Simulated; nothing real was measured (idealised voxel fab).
process module | voxel self aligned vias
cross-section cut | 180 nm wide | cells 5 nm
A cross-section is a grid of square cells, given in bands from the top down. A band is one or more rows of cells.
Each band's line starts with the height of the band's top and of its bottom, in nm. Then come its materials from left to right, each with its width in nm. One material with "throughout" fills the band from edge to edge. "air" is empty space.
Height 0 is the level under which the wafer as received is all one material. The lowest band goes on downwards, as in "0 down".
A width such as "30 to 40" changes by the same amount from each row of cells to the next, from the band's top row to its bottom row.
"no change" after a step means that no cell of the cross-section changed.
closed voids: empty space of 8 cells or more with no open way to the top, each as width x height at its distance from the left edge, in nm
after a step's settings: what the simulator itself notes on the step
overlay nm, on a step with a mask: how far to the right of its planned place the mask lay; to the left if negative
plan
1 op RECEIVE | material Si
2 op CONFORMAL_DEP | material SiO2 | thk nm 10
3 op CONFORMAL_DEP | material SiCN | thk nm 5
4 op DIRECTIONAL_DEP | material SiO2 | thk nm 25
5 op PATTERN | tone open | mask id LINES | material resist | width nm 30 | pitch nm 55 | thk nm 20 | overlay nm 0
6 op DIRECTIONAL_ETCH | etch materials SiO2 | depth nm 25
7 op STRIP | etch materials resist
8 op CONFORMAL_DEP | material TiN | thk nm 5
9 op FILL_DEP | material W | thk nm 10
10 op CMP | height nm 40
11 op SELECTIVE_ETCH | etch materials W Ru TiN | depth nm 10
12 op FILL_DEP | material SiN | thk nm 5
13 op CMP | height nm 40
14 op DIRECTIONAL_DEP | material SiO2 | thk nm 20
15 op PATTERN | tone open | mask id VIAS | material resist | width nm 40 | pitch nm 55 | thk nm 20 | overlay nm 0
16 op DIRECTIONAL_ETCH | etch materials SiO2 | depth nm 20
17 op DIRECTIONAL_ETCH | etch materials SiN | depth nm 10
18 op STRIP | etch materials resist
19 op CONFORMAL_DEP | material TiN | thk nm 5
20 op FILL_DEP | material Cu | thk nm 5
21 op CMP | height nm 60
22 op CONFORMAL_DEP | material SiN | thk nm 5
as received, after step 1
  0 down: Si throughout
  closed voids: none
first wafer at the end, as planned
  65 to 60: SiN throughout
  60 to 45: SiO2 40 | TiN 5 | Cu 30 | TiN 5 | SiO2 15 | TiN 5 | Cu 30 | TiN 5 | SiO2 45
  45 to 35: SiO2 40 to 45 | TiN 10 to 5 | Cu 20 | TiN 10 to 5 | SiO2 15 to 25 | TiN 10 to 5 | Cu 20 | TiN 10 to 5 | SiO2 45 to 50
  35 to 30: SiO2 45 | TiN 30 | SiO2 25 | TiN 30 | SiO2 50
  30 to 20: SiO2 45 | TiN 5 | W 20 | TiN 5 | SiO2 25 | TiN 5 | W 20 | TiN 5 | SiO2 50
  20 to 15: SiO2 45 | TiN 30 | SiO2 25 | TiN 30 | SiO2 50
  15 to 10: SiCN throughout
  10 to 0: SiO2 throughout
  0 down: Si throughout
  closed voids: none
second wafer at the end: like start, like plan, one mistake
  65 to 60: SiN throughout
  60 to 45: SiO2 35 | TiN 5 | Cu 30 | TiN 5 | SiO2 15 | TiN 5 | Cu 30 | TiN 5 | SiO2 50
  45 to 35: SiO2 35 to 45 | TiN 15 to 5 | Cu 20 | TiN 5 | SiO2 15 to 25 | TiN 15 to 5 | Cu 20 | TiN 5 | SiO2 50
  35 to 30: SiO2 45 | TiN 30 | SiO2 25 | TiN 30 | SiO2 50
  30 to 20: SiO2 45 | TiN 5 | W 20 | TiN 5 | SiO2 25 | TiN 5 | W 20 | TiN 5 | SiO2 50
  20 to 15: SiO2 45 | TiN 30 | SiO2 25 | TiN 30 | SiO2 50
  15 to 10: SiCN throughout
  10 to 0: SiO2 throughout
  0 down: Si throughout
  closed voids: none
what went wrong: step 15 ran as: op PATTERN | tone open | mask id VIAS | material resist | width nm 40 | pitch nm 55 | thk nm 20 | overlay nm -5
at the end the second wafer has, in cells: as many of each material as the first, in other places
